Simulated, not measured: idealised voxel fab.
Title: Process Module voxel wiring stack
cross-section cut | 280 nm wide | cells 5 nm
Just so we're on the same page, the cross-sections are grids of square cells, and they're listed out in bands top to bottom, each band one or more rows deep.
Per band: top height and bottom height in nm, followed by the left-to-right materials and their widths in nm; "edge to edge" marks a single material spanning edge to edge, "air" marks empty space.
Height 0 is the level under which the wafer as received is all one material. The lowest band goes on downwards, as in "from 0 down".
You'd read "30..40" like this: the band's top row of cells is as wide as the first number, its bottom row is as wide as the second, and going down, every row changes width by the same amount as the row before did.
A step reported as "nothing was modified" is a step in which no cell of the cross-section changed.
"Completely enclosed voids" enumerates empty spaces isolated from the top, with no open way to it, that contain at least 8 cells, giving each as width x height at distance from the left edge, all three in nm.
Note: text after step settings on the step line = simulator remark on that step.
"overlay nm" answers the question of how far to the right of plan the mask lay on a step that has a mask, and when it is negative the answer is to the left.
LISTED BELOW ARE THE PROCESS STEPS AS PLANNED
1,RECEIVE [material Si]
2,CONFORMAL_DEP [material SiO2] [thk nm 10]
3,DIRECTIONAL_DEP [material TiN] [thk nm 5]
4,DIRECTIONAL_DEP [material W] [thk nm 15]
5,MASKED_ETCH [tone cover] [mask id METAL_1] [width nm 20] [pitch nm 40] [etch materials W] [depth nm 15] [overlay nm 0]
6,MASKED_ETCH [tone cover] [mask id METAL_1] [width nm 20] [pitch nm 40] [etch materials TiN] [depth nm 5] [overlay nm 0]
7,CONFORMAL_DEP [material SiCN] [thk nm 5]
8,FILL_DEP [material lowk] [thk nm 5]
9,CMP [height nm 30]
10,CONFORMAL_DEP [material SiCN] [thk nm 5]
11,DIRECTIONAL_DEP [material lowk] [thk nm 25]
12,DIRECTIONAL_DEP [material aC] [thk nm 10]
13,PATTERN [tone open] [mask id METAL_2_HOLES] [material resist] [width nm 15] [pitch nm 80] [thk nm 30] [overlay nm 0]
14,DIRECTIONAL_ETCH [etch materials aC] [depth nm 10]
15,STRIP [etch materials resist]
16,DIRECTIONAL_ETCH [etch materials lowk] [depth nm 25]
17,STRIP [etch materials aC]
18,PATTERN [tone open] [mask id METAL_2] [material resist] [width nm 20] [pitch nm 40] [thk nm 15] [overlay nm 0]
19,DIRECTIONAL_ETCH [etch materials lowk] [depth nm 15]
20,DIRECTIONAL_ETCH [etch materials SiCN] [depth nm 5]
21,STRIP [etch materials resist]
22,CONFORMAL_DEP [material TiN] [thk nm 5]
23,FILL_DEP [material Ru] [thk nm 10]
24,CMP [height nm 60]
25,CONFORMAL_DEP [material SiCN] [thk nm 5]
SO, THE FIRST OF OUR TWO WAFERS, RUN JUST AS WE PLANNED IT
RECEIVED-STATE CROSS-SECTION, REFLECTING COMPLETION OF STEP 1
* from 0 down = Si edge to edge
* Completely enclosed voids: none
CROSS-SECTION: WAFER STATE AFTER STEP 2
* from 10 to 0 = SiO2 edge to edge
* Everything under 0 stays put, no change at all.
CROSS-SECTION: WAFER STATE AFTER STEP 3
* from 15 to 10 = TiN edge to edge
* Everything under 10 stays put, no change at all.
CROSS-SECTION: WAFER STATE AFTER STEP 4
* from 30 to 15 = W edge to edge
* Everything under 15 stays put, no change at all.
CROSS-SECTION: WAFER STATE AFTER STEP 5
* from 30 to 15 = air (70)  W (20)  air (20)  W (20)  air (20)  W (20)  air (20)  W (20)  air (70)
* Everything under 15 stays put, no change at all.
CROSS-SECTION: WAFER STATE AFTER STEP 6
* from 30 to 15 = air (70)  W (20)  air (20)  W (20)  air (20)  W (20)  air (20)  W (20)  air (70)
* from 15 to 10 = air (70)  TiN (20)  air (20)  TiN (20)  air (20)  TiN (20)  air (20)  TiN (20)  air (70)
* Everything under 10 stays put, no change at all.
CROSS-SECTION: WAFER STATE AFTER STEP 7
* from 35 to 30 = air (65)  SiCN (30)  air (10)  SiCN (30)  air (10)  SiCN (30)  air (10)  SiCN (30)  air (65)
* from 30 to 15 = air (65)  SiCN (5)  W (20)  SiCN (5)  air (10)  SiCN (5)  W (20)  SiCN (5)  air (10)  SiCN (5)  W (20)  SiCN (5)  air (10)  SiCN (5)  W (20)  SiCN (5)  air (65)
* from 15 to 10 = SiCN (70)  TiN (20)  SiCN (20)  TiN (20)  SiCN (20)  TiN (20)  SiCN (20)  TiN (20)  SiCN (70)
* Everything under 10 stays put, no change at all.
CROSS-SECTION: WAFER STATE AFTER STEP 8
* from 40 to 35 = lowk edge to edge
* from 35 to 30 = lowk (65)  SiCN (30)  lowk (10)  SiCN (30)  lowk (10)  SiCN (30)  lowk (10)  SiCN (30)  lowk (65)
* from 30 to 15 = lowk (65)  SiCN (5)  W (20)  SiCN (5)  lowk (10)  SiCN (5)  W (20)  SiCN (5)  lowk (10)  SiCN (5)  W (20)  SiCN (5)  lowk (10)  SiCN (5)  W (20)  SiCN (5)  lowk (65)
* Everything under 15 stays put, no change at all.
CROSS-SECTION: WAFER STATE AFTER STEP 9
* from 30 to 15 = lowk (65)  SiCN (5)  W (20)  SiCN (5)  lowk (10)  SiCN (5)  W (20)  SiCN (5)  lowk (10)  SiCN (5)  W (20)  SiCN (5)  lowk (10)  SiCN (5)  W (20)  SiCN (5)  lowk (65)
* Everything under 15 stays put, no change at all.
CROSS-SECTION: WAFER STATE AFTER STEP 10
* from 35 to 30 = SiCN edge to edge
* Everything under 30 stays put, no change at all.
CROSS-SECTION: WAFER STATE AFTER STEP 11
* from 60 to 35 = lowk edge to edge
* Everything under 35 stays put, no change at all.
CROSS-SECTION: WAFER STATE AFTER STEP 12
* from 70 to 60 = aC edge to edge
* Everything under 60 stays put, no change at all.
CROSS-SECTION: WAFER STATE AFTER STEP 13
* from 100 to 70 = resist (70)  air (15)  resist (65)  air (15)  resist (115)
* Everything under 70 stays put, no change at all.
CROSS-SECTION: WAFER STATE AFTER STEP 14
* from 90 to 70 = resist (70)  air (15)  resist (65)  air (15)  resist (115)
* from 70 to 60 = aC (70)  air (15)  aC (65)  air (15)  aC (115)
* Everything under 60 stays put, no change at all.
CROSS-SECTION: WAFER STATE AFTER STEP 15
* from 70 to 60 = aC (70)  air (15)  aC (65)  air (15)  aC (115)
* Everything under 60 stays put, no change at all.
CROSS-SECTION: WAFER STATE AFTER STEP 16
* from 70 to 60 = aC (70)  air (15)  aC (65)  air (15)  aC (115)
* from 60 to 35 = lowk (70)  air (15)  lowk (65)  air (15)  lowk (115)
* Everything under 35 stays put, no change at all.
CROSS-SECTION: WAFER STATE AFTER STEP 17
* from 60 to 35 = lowk (70)  air (15)  lowk (65)  air (15)  lowk (115)
* Everything under 35 stays put, no change at all.
CROSS-SECTION: WAFER STATE AFTER STEP 18
* from 75 to 60 = resist (70)  air (20)  resist (20)  air (20)  resist (20)  air (20)  resist (20)  air (20)  resist (70)
* Everything under 60 stays put, no change at all.
CROSS-SECTION: WAFER STATE AFTER STEP 19
* from 75 to 60 = resist (70)  air (20)  resist (20)  air (20)  resist (20)  air (20)  resist (20)  air (20)  resist (70)
* from 60 to 45 = lowk (70)  air (20)  lowk (20)  air (20)  lowk (20)  air (20)  lowk (20)  air (20)  lowk (70)
* Everything under 45 stays put, no change at all.
CROSS-SECTION: WAFER STATE AFTER STEP 20
* from 75 to 60 = resist (70)  air (20)  resist (20)  air (20)  resist (20)  air (20)  resist (20)  air (20)  resist (70)
* from 60 to 45 = lowk (70)  air (20)  lowk (20)  air (20)  lowk (20)  air (20)  lowk (20)  air (20)  lowk (70)
* from 45 to 35 = lowk (70)  air (15)  lowk (65)  air (15)  lowk (115)
* from 35 to 30 = SiCN (70)  air (15)  SiCN (65)  air (15)  SiCN (115)
* Everything under 30 stays put, no change at all.
CROSS-SECTION: WAFER STATE AFTER STEP 21
* from 60 to 45 = lowk (70)  air (20)  lowk (20)  air (20)  lowk (20)  air (20)  lowk (20)  air (20)  lowk (70)
* Everything under 45 stays put, no change at all.
CROSS-SECTION: WAFER STATE AFTER STEP 22
* from 65 to 60 = TiN (75)  air (10)  TiN (30)  air (10)  TiN (30)  air (10)  TiN (30)  air (10)  TiN (75)
* from 60 to 50 = lowk (70)  TiN (5)  air (10)  TiN (5)  lowk (20)  TiN (5)  air (10)  TiN (5)  lowk (20)  TiN (5)  air (10)  TiN (5)  lowk (20)  TiN (5)  air (10)  TiN (5)  lowk (70)
* from 50 to 45 = lowk (70)  TiN (5)  air (5)  TiN (10)  lowk (20)  TiN (20)  lowk (20)  TiN (5)  air (5)  TiN (10)  lowk (20)  TiN (20)  lowk (70)
* from 45 to 35 = lowk (70)  TiN (5)  air (5)  TiN (5)  lowk (65)  TiN (5)  air (5)  TiN (5)  lowk (115)
* from 35 to 30 = SiCN (70)  TiN (15)  SiCN (65)  TiN (15)  SiCN (115)
* Everything under 30 stays put, no change at all.
CROSS-SECTION: WAFER STATE AFTER STEP 23
* from 75 to 65 = Ru edge to edge
* from 65 to 60 = TiN (75)  Ru (10)  TiN (30)  Ru (10)  TiN (30)  Ru (10)  TiN (30)  Ru (10)  TiN (75)
* from 60 to 50 = lowk (70)  TiN (5)  Ru (10)  TiN (5)  lowk (20)  TiN (5)  Ru (10)  TiN (5)  lowk (20)  TiN (5)  Ru (10)  TiN (5)  lowk (20)  TiN (5)  Ru (10)  TiN (5)  lowk (70)
* from 50 to 45 = lowk (70)  TiN (5)  Ru (5)  TiN (10)  lowk (20)  TiN (20)  lowk (20)  TiN (5)  Ru (5)  TiN (10)  lowk (20)  TiN (20)  lowk (70)
* from 45 to 35 = lowk (70)  TiN (5)  Ru (5)  TiN (5)  lowk (65)  TiN (5)  Ru (5)  TiN (5)  lowk (115)
* Everything under 35 stays put, no change at all.
CROSS-SECTION: WAFER STATE AFTER STEP 24
* from 60 to 50 = lowk (70)  TiN (5)  Ru (10)  TiN (5)  lowk (20)  TiN (5)  Ru (10)  TiN (5)  lowk (20)  TiN (5)  Ru (10)  TiN (5)  lowk (20)  TiN (5)  Ru (10)  TiN (5)  lowk (70)
* Everything under 50 stays put, no change at all.
CROSS-SECTION: WAFER STATE AFTER STEP 25
* from 65 to 60 = SiCN edge to edge
* Everything under 60 stays put, no change at all.
WAFER TWO OF THE PAIR: SAME ORIGIN, SAME PLAN, ONE ERROR DURING THE RUN; IDENTICAL TO WAFER ONE UP TO AND INCLUDING STEP 22
HERE IS THE SECOND WAFER IN CROSS-SECTION AT THE POINT WHERE STEP 23 OF THE PLAN SHOULD HAVE BEEN DONE
* from 75 to 65 = aC edge to edge
* from 65 to 60 = TiN (75)  aC (10)  TiN (30)  aC (10)  TiN (30)  aC (10)  TiN (30)  aC (10)  TiN (75)
* from 60 to 50 = lowk (70)  TiN (5)  aC (10)  TiN (5)  lowk (20)  TiN (5)  aC (10)  TiN (5)  lowk (20)  TiN (5)  aC (10)  TiN (5)  lowk (20)  TiN (5)  aC (10)  TiN (5)  lowk (70)
* from 50 to 45 = lowk (70)  TiN (5)  aC (5)  TiN (10)  lowk (20)  TiN (20)  lowk (20)  TiN (5)  aC (5)  TiN (10)  lowk (20)  TiN (20)  lowk (70)
* from 45 to 35 = lowk (70)  TiN (5)  aC (5)  TiN (5)  lowk (65)  TiN (5)  aC (5)  TiN (5)  lowk (115)
* Everything under 35 stays put, no change at all.
HERE IS THE SECOND WAFER IN CROSS-SECTION AT THE POINT WHERE STEP 24 OF THE PLAN SHOULD HAVE BEEN DONE
* from 60 to 50 = lowk (70)  TiN (5)  aC (10)  TiN (5)  lowk (20)  TiN (5)  aC (10)  TiN (5)  lowk (20)  TiN (5)  aC (10)  TiN (5)  lowk (20)  TiN (5)  aC (10)  TiN (5)  lowk (70)
* Everything under 50 stays put, no change at all.
HERE IS THE SECOND WAFER IN CROSS-SECTION AT THE POINT WHERE STEP 25 OF THE PLAN SHOULD HAVE BEEN DONE
* from 65 to 60 = SiCN edge to edge
* Everything under 60 stays put, no change at all.
The mistake made against the process plan was this: heads up, step 23 didn't go per plan, it actually ran as FILL_DEP [material aC] [thk nm 10]
End of process, cell counts, second wafer against first, materials with more or fewer: Ru: 22 fewer, aC: 22 more
